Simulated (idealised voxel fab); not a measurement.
process module | voxel double patterning
cross-section cut | 150 nm wide | cells 5 nm
A cross-section is a grid of square cells, given in bands from the top down. A band is one or more rows of cells.
Each band's line starts with the height of the band's top and of its bottom, in nm. Then come its materials from left to right, each with its width in nm. One material with "throughout" fills the band from edge to edge. "air" is empty space.
Height 0 is the level under which the wafer as received is all one material. The lowest band goes on downwards, as in "0 down".
A width such as "30 to 40" changes by the same amount from each row of cells to the next, from the band's top row to its bottom row.
"no change" after a step means that no cell of the cross-section changed.
closed voids: empty space of 8 cells or more with no open way to the top, each as width x height at its distance from the left edge, in nm
after a step's settings: what the simulator itself notes on the step
overlay nm, on a step with a mask: how far to the right of its planned place the mask lay; to the left if negative
Each pair below shows a cross-section before one step and the cross-section after it, down to the lowest band that changed. The line under each pair gives the step between them, with its settings. The pairs can come from different runs of this module on the same starting wafer, so a pair continues from the pair above only where its "before" says so.
before
  0 down: Si throughout
  closed voids: none
after
  10 to 0: SiO2 throughout
  below 0: unchanged
  closed voids: none
the step between: op CONFORMAL_DEP | material SiO2 | thk nm 10
before: the cross-section after the pair above
after
  20 to 10: TiN throughout
  below 10: unchanged
  closed voids: none
the step between: op DIRECTIONAL_DEP | material TiN | thk nm 10
before: the cross-section after the pair above
after
  25 to 20: SiN throughout
  below 20: unchanged
  closed voids: none
the step between: op DIRECTIONAL_DEP | material SiN | thk nm 5
before: the cross-section after the pair above
after
  25 to 20: SiN 15 | air 15 | SiN 35 | air 15 | SiN 35 | air 15 | SiN 20
  below 20: unchanged
  closed voids: none
the step between: op MASKED_ETCH | tone open | mask id FIRST | width nm 15 | pitch nm 50 | etch materials SiN | depth nm 5 | overlay nm 0
before: the cross-section after the pair above
after
  40 to 35: aC 15 | air 15 | aC 35 | air 15 | aC 35 | air 15 | aC 20
  35 to 25: aC throughout
  25 to 20: SiN 15 | aC 15 | SiN 35 | aC 15 | SiN 35 | aC 15 | SiN 20
  below 20: unchanged
  closed voids: none
the step between: op DIRECTIONAL_DEP | material aC | thk nm 15
before: the cross-section after the pair above
after
  75 to 40: resist 40 | air 15 | resist 35 | air 15 | resist 45
  40 to 35: aC 15 | resist 15 | aC 35 | resist 15 | aC 35 | resist 15 | aC 20
  below 35: unchanged
  closed voids: none
the step between: op PATTERN | tone open | mask id SECOND | material resist | width nm 15 | pitch nm 50 | thk nm 35 | overlay nm 0
before: the cross-section after the pair above
after
  60 to 40: resist 40 | air 15 | resist 35 | air 15 | resist 45
  40 to 35: aC 15 | resist 15 | aC 10 | air 15 | aC 10 | resist 15 | aC 10 | air 15 | aC 10 | resist 15 | aC 20
  35 to 25: aC 40 | air 15 | aC 35 | air 15 | aC 45
  below 25: unchanged
  closed voids: none
the step between: op DIRECTIONAL_ETCH | etch materials aC | depth nm 15
before: the cross-section after the pair above
after
  40 to 35: aC 15 | air 15 | aC 10 | air 15 | aC 10 | air 15 | aC 10 | air 15 | aC 10 | air 15 | aC 20
  below 35: unchanged
  closed voids: none
the step between: op STRIP | etch materials resist
before: the cross-section after the pair above
after
  40 to 35: aC 15 | air 15 | aC 10 | air 15 | aC 10 | air 15 | aC 10 | air 15 | aC 10 | air 15 | aC 20
  35 to 25: aC 40 | air 15 | aC 35 | air 15 | aC 45
  25 to 20: SiN 15 | aC 15 | SiN 10 | air 15 | SiN 10 | aC 15 | SiN 10 | air 15 | SiN 10 | aC 15 | SiN 20
  below 20: unchanged
  closed voids: none
the step between: op DIRECTIONAL_ETCH | etch materials SiN | depth nm 5
before: the cross-section after the pair above
after
  25 to 20: SiN 15 | air 15 | SiN 10 | air 15 | SiN 10 | air 15 | SiN 10 | air 15 | SiN 10 | air 15 | SiN 20
  below 20: unchanged
  closed voids: none
the step between: op STRIP | etch materials aC
before: the cross-section after the pair above
after
  25 to 20: SiN 15 | air 15 | SiN 10 | air 15 | SiN 10 | air 15 | SiN 10 | air 15 | SiN 10 | air 15 | SiN 20
  20 to 10: TiN 15 | air 15 | TiN 10 | air 15 | TiN 10 | air 15 | TiN 10 | air 15 | TiN 10 | air 15 | TiN 20
  below 10: unchanged
  closed voids: none
the step between: op DIRECTIONAL_ETCH | etch materials TiN | depth nm 10
before: the cross-section after the pair above
after
  20 to 10: TiN 15 | air 15 | TiN 10 | air 15 | TiN 10 | air 15 | TiN 10 | air 15 | TiN 10 | air 15 | TiN 20
  below 10: unchanged
  closed voids: none
the step between: op STRIP | etch materials SiN
before
  0 down: Si throughout
  closed voids: none
after
  10 to 0: TiN throughout
  below 0: unchanged
  closed voids: none
the step between: op DIRECTIONAL_DEP | material TiN | thk nm 10
before: the cross-section after the pair above
after
  15 to 10: SiN throughout
  below 10: unchanged
  closed voids: none
the step between: op DIRECTIONAL_DEP | material SiN | thk nm 5
before: the cross-section after the pair above
after
  15 to 10: SiN 15 | air 15 | SiN 35 | air 15 | SiN 35 | air 15 | SiN 20
  below 10: unchanged
  closed voids: none
the step between: op MASKED_ETCH | tone open | mask id FIRST | width nm 15 | pitch nm 50 | etch materials SiN | depth nm 5 | overlay nm 0
before: the cross-section after the pair above
after
  30 to 25: aC 15 | air 15 | aC 35 | air 15 | aC 35 | air 15 | aC 20
  25 to 15: aC throughout
  15 to 10: SiN 15 | aC 15 | SiN 35 | aC 15 | SiN 35 | aC 15 | SiN 20
  below 10: unchanged
  closed voids: none
the step between: op DIRECTIONAL_DEP | material aC | thk nm 15
before: the cross-section after the pair above
after
  65 to 30: resist 40 | air 15 | resist 35 | air 15 | resist 45
  30 to 25: aC 15 | resist 15 | aC 35 | resist 15 | aC 35 | resist 15 | aC 20
  below 25: unchanged
  closed voids: none
the step between: op PATTERN | tone open | mask id SECOND | material resist | width nm 15 | pitch nm 50 | thk nm 35 | overlay nm 0
before: the cross-section after the pair above
after
  50 to 30: resist 40 | air 15 | resist 35 | air 15 | resist 45
  30 to 25: aC 15 | resist 15 | aC 10 | air 15 | aC 10 | resist 15 | aC 10 | air 15 | aC 10 | resist 15 | aC 20
  25 to 15: aC 40 | air 15 | aC 35 | air 15 | aC 45
  below 15: unchanged
  closed voids: none
the step between: op DIRECTIONAL_ETCH | etch materials aC | depth nm 15
before: the cross-section after the pair above
after
  30 to 25: aC 15 | air 15 | aC 10 | air 15 | aC 10 | air 15 | aC 10 | air 15 | aC 10 | air 15 | aC 20
  below 25: unchanged
  closed voids: none
the step between: op STRIP | etch materials resist
before: the cross-section after the pair above
after
  30 to 25: aC 15 | air 15 | aC 10 | air 15 | aC 10 | air 15 | aC 10 | air 15 | aC 10 | air 15 | aC 20
  25 to 15: aC 40 | air 15 | aC 35 | air 15 | aC 45
  15 to 10: SiN 15 | aC 15 | SiN 10 | air 15 | SiN 10 | aC 15 | SiN 10 | air 15 | SiN 10 | aC 15 | SiN 20
  below 10: unchanged
  closed voids: none
the step between: op DIRECTIONAL_ETCH | etch materials SiN | depth nm 5
before: the cross-section after the pair above
after
  15 to 10: SiN 15 | air 15 | SiN 10 | air 15 | SiN 10 | air 15 | SiN 10 | air 15 | SiN 10 | air 15 | SiN 20
  below 10: unchanged
  closed voids: none
the step between: op STRIP | etch materials aC
before: the cross-section after the pair above
after
  15 to 10: SiN 15 | air 15 | SiN 10 | air 15 | SiN 10 | air 15 | SiN 10 | air 15 | SiN 10 | air 15 | SiN 20
  10 to 0: TiN 15 | air 15 | TiN 10 | air 15 | TiN 10 | air 15 | TiN 10 | air 15 | TiN 10 | air 15 | TiN 20
  below 0: unchanged
  closed voids: none
the step between: op DIRECTIONAL_ETCH | etch materials TiN | depth nm 10
before: the cross-section after the pair above
after
  10 to 0: TiN 15 | air 15 | TiN 10 | air 15 | TiN 10 | air 15 | TiN 10 | air 15 | TiN 10 | air 15 | TiN 20
  below 0: unchanged
  closed voids: none
the step between: op STRIP | etch materials SiN
before
  60 to 40: resist 40 | air 15 | resist 35 | air 15 | resist 45
  40 to 35: aC 15 | resist 15 | aC 10 | air 15 | aC 10 | resist 15 | aC 10 | air 15 | aC 10 | resist 15 | aC 20
  35 to 25: aC 40 | air 15 | aC 35 | air 15 | aC 45
  25 to 20: SiN 15 | aC 15 | SiN 35 | aC 15 | SiN 35 | aC 15 | SiN 20
  20 to 10: TiN throughout
  10 to 0: SiO2 throughout
  0 down: Si throughout
  closed voids: none
after
  45 to 40: resist 40 | air 15 | resist 35 | air 15 | resist 45
  below 40: unchanged
  closed voids: none
the step between: op DIRECTIONAL_ETCH | etch materials aC | depth nm 15
before: the cross-section after the pair above
after
  40 to 35: aC 15 | air 15 | aC 10 | air 15 | aC 10 | air 15 | aC 10 | air 15 | aC 10 | air 15 | aC 20
  below 35: unchanged
  closed voids: none
the step between: op STRIP | etch materials resist
before
  10 to 0: TiN throughout
  0 down: Si throughout
  closed voids: none
after
  20 to 10: SiO2 throughout
  below 10: unchanged
  closed voids: none
the step between: op CONFORMAL_DEP | material SiO2 | thk nm 10
before: the cross-section after the pair above
after
  25 to 20: SiN throughout
  below 20: unchanged
  closed voids: none
the step between: op DIRECTIONAL_DEP | material SiN | thk nm 5
before: the cross-section after the pair above
after
  25 to 20: SiN 15 | air 15 | SiN 35 | air 15 | SiN 35 | air 15 | SiN 20
  below 20: unchanged
  closed voids: none
the step between: op MASKED_ETCH | tone open | mask id FIRST | width nm 15 | pitch nm 50 | etch materials SiN | depth nm 5 | overlay nm 0
before: the cross-section after the pair above
after
  40 to 35: aC 15 | air 15 | aC 35 | air 15 | aC 35 | air 15 | aC 20
  35 to 25: aC throughout
  25 to 20: SiN 15 | aC 15 | SiN 35 | aC 15 | SiN 35 | aC 15 | SiN 20
  below 20: unchanged
  closed voids: none
the step between: op DIRECTIONAL_DEP | material aC | thk nm 15
before: the cross-section after the pair above
after
  75 to 40: resist 40 | air 15 | resist 35 | air 15 | resist 45
  40 to 35: aC 15 | resist 15 | aC 35 | resist 15 | aC 35 | resist 15 | aC 20
  below 35: unchanged
  closed voids: none
the step between: op PATTERN | tone open | mask id SECOND | material resist | width nm 15 | pitch nm 50 | thk nm 35 | overlay nm 0
before: the cross-section after the pair above
after
  60 to 40: resist 40 | air 15 | resist 35 | air 15 | resist 45
  40 to 35: aC 15 | resist 15 | aC 10 | air 15 | aC 10 | resist 15 | aC 10 | air 15 | aC 10 | resist 15 | aC 20
  35 to 25: aC 40 | air 15 | aC 35 | air 15 | aC 45
  below 25: unchanged
  closed voids: none
the step between: op DIRECTIONAL_ETCH | etch materials aC | depth nm 15
before: the cross-section after the pair above
after
  40 to 35: aC 15 | air 15 | aC 10 | air 15 | aC 10 | air 15 | aC 10 | air 15 | aC 10 | air 15 | aC 20
  below 35: unchanged
  closed voids: none
the step between: op STRIP | etch materials resist
before: the cross-section after the pair above
after
  40 to 35: aC 15 | air 15 | aC 10 | air 15 | aC 10 | air 15 | aC 10 | air 15 | aC 10 | air 15 | aC 20
  35 to 25: aC 40 | air 15 | aC 35 | air 15 | aC 45
  25 to 20: SiN 15 | aC 15 | SiN 10 | air 15 | SiN 10 | aC 15 | SiN 10 | air 15 | SiN 10 | aC 15 | SiN 20
  below 20: unchanged
  closed voids: none
the step between: op DIRECTIONAL_ETCH | etch materials SiN | depth nm 5
before: the cross-section after the pair above
after
  25 to 20: SiN 15 | air 15 | SiN 10 | air 15 | SiN 10 | air 15 | SiN 10 | air 15 | SiN 10 | air 15 | SiN 20
  below 20: unchanged
  closed voids: none
the step between: op STRIP | etch materials aC
before: the cross-section after the pair above
after
  20 to 10: SiO2 throughout
  below 10: unchanged
  closed voids: none
the step between: op STRIP | etch materials SiN
before
  0 down: Si throughout
  closed voids: none
after
  15 to 0: SiO2 throughout
  below 0: unchanged
  closed voids: none
the step between: op CONFORMAL_DEP | material SiO2 | thk nm 15
before: the cross-section after the pair above
after
  25 to 15: TiN throughout
  below 15: unchanged
  closed voids: none
the step between: op DIRECTIONAL_DEP | material TiN | thk nm 10
before: the cross-section after the pair above
after
  30 to 25: SiN throughout
  below 25: unchanged
  closed voids: none
the step between: op DIRECTIONAL_DEP | material SiN | thk nm 5
before: the cross-section after the pair above
after
  30 to 25: SiN 15 | air 15 | SiN 35 | air 15 | SiN 35 | air 15 | SiN 20
  below 25: unchanged
  closed voids: none
the step between: op MASKED_ETCH | tone open | mask id FIRST | width nm 15 | pitch nm 50 | etch materials SiN | depth nm 5 | overlay nm 0
before: the cross-section after the pair above
after
  45 to 40: aC 15 | air 15 | aC 35 | air 15 | aC 35 | air 15 | aC 20
  40 to 30: aC throughout
  30 to 25: SiN 15 | aC 15 | SiN 35 | aC 15 | SiN 35 | aC 15 | SiN 20
  below 25: unchanged
  closed voids: none
the step between: op DIRECTIONAL_DEP | material aC | thk nm 15
before: the cross-section after the pair above
after
  80 to 45: resist 40 | air 15 | resist 35 | air 15 | resist 45
  45 to 40: aC 15 | resist 15 | aC 35 | resist 15 | aC 35 | resist 15 | aC 20
  below 40: unchanged
  closed voids: none
the step between: op PATTERN | tone open | mask id SECOND | material resist | width nm 15 | pitch nm 50 | thk nm 35 | overlay nm 0
before: the cross-section after the pair above
after
  65 to 45: resist 40 | air 15 | resist 35 | air 15 | resist 45
  45 to 40: aC 15 | resist 15 | aC 10 | air 15 | aC 10 | resist 15 | aC 10 | air 15 | aC 10 | resist 15 | aC 20
  40 to 30: aC 40 | air 15 | aC 35 | air 15 | aC 45
  below 30: unchanged
  closed voids: none
the step between: op DIRECTIONAL_ETCH | etch materials aC | depth nm 15
before: the cross-section after the pair above
after
  45 to 40: aC 15 | air 15 | aC 10 | air 15 | aC 10 | air 15 | aC 10 | air 15 | aC 10 | air 15 | aC 20
  below 40: unchanged
  closed voids: none
the step between: op STRIP | etch materials resist
before: the cross-section after the pair above
after
  45 to 40: aC 15 | air 15 | aC 10 | air 15 | aC 10 | air 15 | aC 10 | air 15 | aC 10 | air 15 | aC 20
  40 to 30: aC 40 | air 15 | aC 35 | air 15 | aC 45
  30 to 25: SiN 15 | aC 15 | SiN 10 | air 15 | SiN 10 | aC 15 | SiN 10 | air 15 | SiN 10 | aC 15 | SiN 20
  below 25: unchanged
  closed voids: none
the step between: op DIRECTIONAL_ETCH | etch materials SiN | depth nm 5
before: the cross-section after the pair above
after
  30 to 25: SiN 15 | air 15 | SiN 10 | air 15 | SiN 10 | air 15 | SiN 10 | air 15 | SiN 10 | air 15 | SiN 20
  below 25: unchanged
  closed voids: none
the step between: op STRIP | etch materials aC
before: the cross-section after the pair above
after
  30 to 25: SiN 15 | air 15 | SiN 10 | air 15 | SiN 10 | air 15 | SiN 10 | air 15 | SiN 10 | air 15 | SiN 20
  25 to 15: TiN 15 | air 15 | TiN 10 | air 15 | TiN 10 | air 15 | TiN 10 | air 15 | TiN 10 | air 15 | TiN 20
  below 15: unchanged
  closed voids: none
the step between: op DIRECTIONAL_ETCH | etch materials TiN | depth nm 10
before: the cross-section after the pair above
after
  25 to 15: TiN 15 | air 15 | TiN 10 | air 15 | TiN 10 | air 15 | TiN 10 | air 15 | TiN 10 | air 15 | TiN 20
  below 15: unchanged
  closed voids: none
the step between: op STRIP | etch materials SiN
before
  40 to 35: aC 15 | air 15 | aC 35 | air 15 | aC 35 | air 15 | aC 20
  35 to 25: aC throughout
  25 to 20: SiN 15 | aC 15 | SiN 35 | aC 15 | SiN 35 | aC 15 | SiN 20
  20 to 10: TiN throughout
  10 to 0: SiO2 throughout
  0 down: Si throughout
  closed voids: none
after
  75 to 40: resist 35 | air 25 | resist 25 | air 25 | resist 40
  40 to 35: aC 15 | resist 15 | aC 35 | resist 15 | aC 35 | resist 15 | aC 20
  below 35: unchanged
  closed voids: none
the step between: op PATTERN | tone open | mask id SECOND | material resist | width nm 25 | pitch nm 50 | thk nm 35 | overlay nm 0
before: the cross-section after the pair above
after
  60 to 40: resist 35 | air 25 | resist 25 | air 25 | resist 40
  40 to 35: aC 15 | resist 15 | aC 5 | air 25 | aC 5 | resist 15 | aC 5 | air 25 | aC 5 | resist 15 | aC 20
  35 to 25: aC 35 | air 25 | aC 25 | air 25 | aC 40
  below 25: unchanged
  closed voids: none
the step between: op DIRECTIONAL_ETCH | etch materials aC | depth nm 15
before: the cross-section after the pair above
after
  40 to 35: aC 15 | air 15 | aC 5 | air 25 | aC 5 | air 15 | aC 5 | air 25 | aC 5 | air 15 | aC 20
  below 35: unchanged
  closed voids: none
the step between: op STRIP | etch materials resist
before: the cross-section after the pair above
after
  40 to 35: aC 15 | air 15 | aC 5 | air 25 | aC 5 | air 15 | aC 5 | air 25 | aC 5 | air 15 | aC 20
  35 to 25: aC 35 | air 25 | aC 25 | air 25 | aC 40
  25 to 20: SiN 15 | aC 15 | SiN 5 | air 25 | SiN 5 | aC 15 | SiN 5 | air 25 | SiN 5 | aC 15 | SiN 20
  below 20: unchanged
  closed voids: none
the step between: op DIRECTIONAL_ETCH | etch materials SiN | depth nm 5
before: the cross-section after the pair above
after
  25 to 20: SiN 15 | air 15 | SiN 5 | air 25 | SiN 5 | air 15 | SiN 5 | air 25 | SiN 5 | air 15 | SiN 20
  below 20: unchanged
  closed voids: none
the step between: op STRIP | etch materials aC
before: the cross-section after the pair above
after
  25 to 20: SiN 15 | air 15 | SiN 5 | air 25 | SiN 5 | air 15 | SiN 5 | air 25 | SiN 5 | air 15 | SiN 20
  20 to 10: TiN 15 | air 15 | TiN 5 | air 25 | TiN 5 | air 15 | TiN 5 | air 25 | TiN 5 | air 15 | TiN 20
  below 10: unchanged
  closed voids: none
the step between: op DIRECTIONAL_ETCH | etch materials TiN | depth nm 10
before: the cross-section after the pair above
after
  20 to 10: TiN 15 | air 15 | TiN 5 | air 25 | TiN 5 | air 15 | TiN 5 | air 25 | TiN 5 | air 15 | TiN 20
  below 10: unchanged
  closed voids: none
the step between: op STRIP | etch materials SiN
before
  40 to 35: aC 15 | air 15 | aC 35 | air 15 | aC 35 | air 15 | aC 20
  35 to 25: aC throughout
  25 to 20: SiN 15 | aC 15 | SiN 35 | aC 15 | SiN 35 | aC 15 | SiN 20
  20 to 10: TiN throughout
  10 to 0: SiO2 throughout
  0 down: Si throughout
  closed voids: none
after
  75 to 40: resist 30 | air 15 | resist 35 | air 15 | resist 55
  40 to 35: aC 15 | resist 15 | aC 35 | resist 15 | aC 35 | resist 15 | aC 20
  below 35: unchanged
  closed voids: none
the step between: op PATTERN | tone open | mask id SECOND | material resist | width nm 15 | pitch nm 50 | thk nm 35 | overlay nm -10
before: the cross-section after the pair above
after
  60 to 40: resist 30 | air 15 | resist 35 | air 15 | resist 55
  40 to 35: aC 15 | resist 15 | air 15 | aC 20 | resist 15 | air 15 | aC 20 | resist 15 | aC 20
  35 to 25: aC 30 | air 15 | aC 35 | air 15 | aC 55
  below 25: unchanged
  closed voids: none
the step between: op DIRECTIONAL_ETCH | etch materials aC | depth nm 15
before: the cross-section after the pair above
after
  40 to 35: aC 15 | air 30 | aC 20 | air 30 | aC 20 | air 15 | aC 20
  below 35: unchanged
  closed voids: none
the step between: op STRIP | etch materials resist
before: the cross-section after the pair above
after
  40 to 35: aC 15 | air 30 | aC 20 | air 30 | aC 20 | air 15 | aC 20
  35 to 25: aC 30 | air 15 | aC 35 | air 15 | aC 55
  25 to 20: SiN 15 | aC 15 | air 15 | SiN 20 | aC 15 | air 15 | SiN 20 | aC 15 | SiN 20
  below 20: unchanged
  closed voids: none
the step between: op DIRECTIONAL_ETCH | etch materials SiN | depth nm 5
before: the cross-section after the pair above
after
  25 to 20: SiN 15 | air 30 | SiN 20 | air 30 | SiN 20 | air 15 | SiN 20
  below 20: unchanged
  closed voids: none
the step between: op STRIP | etch materials aC
before: the cross-section after the pair above
after
  25 to 20: SiN 15 | air 30 | SiN 20 | air 30 | SiN 20 | air 15 | SiN 20
  20 to 10: TiN 15 | air 30 | TiN 20 | air 30 | TiN 20 | air 15 | TiN 20
  below 10: unchanged
  closed voids: none
the step between: op DIRECTIONAL_ETCH | etch materials TiN | depth nm 10
before: the cross-section after the pair above
after
  20 to 10: TiN 15 | air 30 | TiN 20 | air 30 | TiN 20 | air 15 | TiN 20
  below 10: unchanged
  closed voids: none
the step between: op STRIP | etch materials SiN
before
  0 down: Si throughout
  closed voids: none
after
  10 to 0: TiN throughout
  below 0: unchanged
  closed voids: none
the step between: op CONFORMAL_DEP | material TiN | thk nm 10
before: the cross-section after the pair above
after
  20 to 0: TiN throughout
  below 0: unchanged
  closed voids: none
the step between: op DIRECTIONAL_DEP | material TiN | thk nm 10
before: the cross-section after the pair above
after
  25 to 20: SiN throughout
  below 20: unchanged
  closed voids: none
the step between: op DIRECTIONAL_DEP | material SiN | thk nm 5
before: the cross-section after the pair above
after
  25 to 20: SiN 15 | air 15 | SiN 35 | air 15 | SiN 35 | air 15 | SiN 20
  below 20: unchanged
  closed voids: none
the step between: op MASKED_ETCH | tone open | mask id FIRST | width nm 15 | pitch nm 50 | etch materials SiN | depth nm 5 | overlay nm 0
before: the cross-section after the pair above
after
  40 to 35: aC 15 | air 15 | aC 35 | air 15 | aC 35 | air 15 | aC 20
  35 to 25: aC throughout
  25 to 20: SiN 15 | aC 15 | SiN 35 | aC 15 | SiN 35 | aC 15 | SiN 20
  below 20: unchanged
  closed voids: none
the step between: op DIRECTIONAL_DEP | material aC | thk nm 15
before: the cross-section after the pair above
after
  75 to 40: resist 40 | air 15 | resist 35 | air 15 | resist 45
  40 to 35: aC 15 | resist 15 | aC 35 | resist 15 | aC 35 | resist 15 | aC 20
  below 35: unchanged
  closed voids: none
the step between: op PATTERN | tone open | mask id SECOND | material resist | width nm 15 | pitch nm 50 | thk nm 35 | overlay nm 0
before: the cross-section after the pair above
after
  60 to 40: resist 40 | air 15 | resist 35 | air 15 | resist 45
  40 to 35: aC 15 | resist 15 | aC 10 | air 15 | aC 10 | resist 15 | aC 10 | air 15 | aC 10 | resist 15 | aC 20
  35 to 25: aC 40 | air 15 | aC 35 | air 15 | aC 45
  below 25: unchanged
  closed voids: none
the step between: op DIRECTIONAL_ETCH | etch materials aC | depth nm 15
before: the cross-section after the pair above
after
  40 to 35: aC 15 | air 15 | aC 10 | air 15 | aC 10 | air 15 | aC 10 | air 15 | aC 10 | air 15 | aC 20
  below 35: unchanged
  closed voids: none
the step between: op STRIP | etch materials resist
before: the cross-section after the pair above
after
  40 to 35: aC 15 | air 15 | aC 10 | air 15 | aC 10 | air 15 | aC 10 | air 15 | aC 10 | air 15 | aC 20
  35 to 25: aC 40 | air 15 | aC 35 | air 15 | aC 45
  25 to 20: SiN 15 | aC 15 | SiN 10 | air 15 | SiN 10 | aC 15 | SiN 10 | air 15 | SiN 10 | aC 15 | SiN 20
  below 20: unchanged
  closed voids: none
the step between: op DIRECTIONAL_ETCH | etch materials SiN | depth nm 5
before: the cross-section after the pair above
after
  25 to 20: SiN 15 | air 15 | SiN 10 | air 15 | SiN 10 | air 15 | SiN 10 | air 15 | SiN 10 | air 15 | SiN 20
  below 20: unchanged
  closed voids: none
the step between: op STRIP | etch materials aC
before: the cross-section after the pair above
after
  25 to 20: SiN 15 | air 15 | SiN 10 | air 15 | SiN 10 | air 15 | SiN 10 | air 15 | SiN 10 | air 15 | SiN 20
  20 to 10: TiN 15 | air 15 | TiN 10 | air 15 | TiN 10 | air 15 | TiN 10 | air 15 | TiN 10 | air 15 | TiN 20
  below 10: unchanged
  closed voids: none
the step between: op DIRECTIONAL_ETCH | etch materials TiN | depth nm 10
before: the cross-section after the pair above
after
  20 to 10: TiN 15 | air 15 | TiN 10 | air 15 | TiN 10 | air 15 | TiN 10 | air 15 | TiN 10 | air 15 | TiN 20
  below 10: unchanged
  closed voids: none
the step between: op STRIP | etch materials SiN
before
  40 to 35: aC 15 | air 15 | aC 35 | air 15 | aC 35 | air 15 | aC 20
  35 to 25: aC throughout
  25 to 20: SiN 15 | aC 15 | SiN 35 | aC 15 | SiN 35 | aC 15 | SiN 20
  20 to 10: TiN throughout
  10 to 0: SiO2 throughout
  0 down: Si throughout
  closed voids: none
after
  75 to 40: air 40 | resist 15 | air 35 | resist 15 | air 45
  below 40: unchanged
  closed voids: none
the step between: op PATTERN | tone cover | mask id SECOND | material resist | width nm 15 | pitch nm 50 | thk nm 35 | overlay nm 0
before: the cross-section after the pair above
after
  60 to 40: air 40 | resist 15 | air 35 | resist 15 | air 45
  40 to 25: air 40 | aC 15 | air 35 | aC 15 | air 45
  25 to 20: SiN 15 | air 15 | SiN 35 | air 15 | SiN 35 | air 15 | SiN 20
  below 20: unchanged
  closed voids: none
the step between: op DIRECTIONAL_ETCH | etch materials aC | depth nm 15
before: the cross-section after the pair above
after
  40 to 25: air 40 | aC 15 | air 35 | aC 15 | air 45
  below 25: unchanged
  closed voids: none
the step between: op STRIP | etch materials resist
before: the cross-section after the pair above
after
  40 to 25: air 40 | aC 15 | air 35 | aC 15 | air 45
  25 to 20: air 40 | SiN 15 | air 35 | SiN 15 | air 45
  below 20: unchanged
  closed voids: none
the step between: op DIRECTIONAL_ETCH | etch materials SiN | depth nm 5
before: the cross-section after the pair above
after
  25 to 20: air 40 | SiN 15 | air 35 | SiN 15 | air 45
  below 20: unchanged
  closed voids: none
the step between: op STRIP | etch materials aC
before: the cross-section after the pair above
after
  25 to 20: air 40 | SiN 15 | air 35 | SiN 15 | air 45
  20 to 10: air 40 | TiN 15 | air 35 | TiN 15 | air 45
  below 10: unchanged
  closed voids: none
the step between: op DIRECTIONAL_ETCH | etch materials TiN | depth nm 10
before: the cross-section after the pair above
after
  20 to 10: air 40 | TiN 15 | air 35 | TiN 15 | air 45
  below 10: unchanged
  closed voids: none
the step between: op STRIP | etch materials SiN
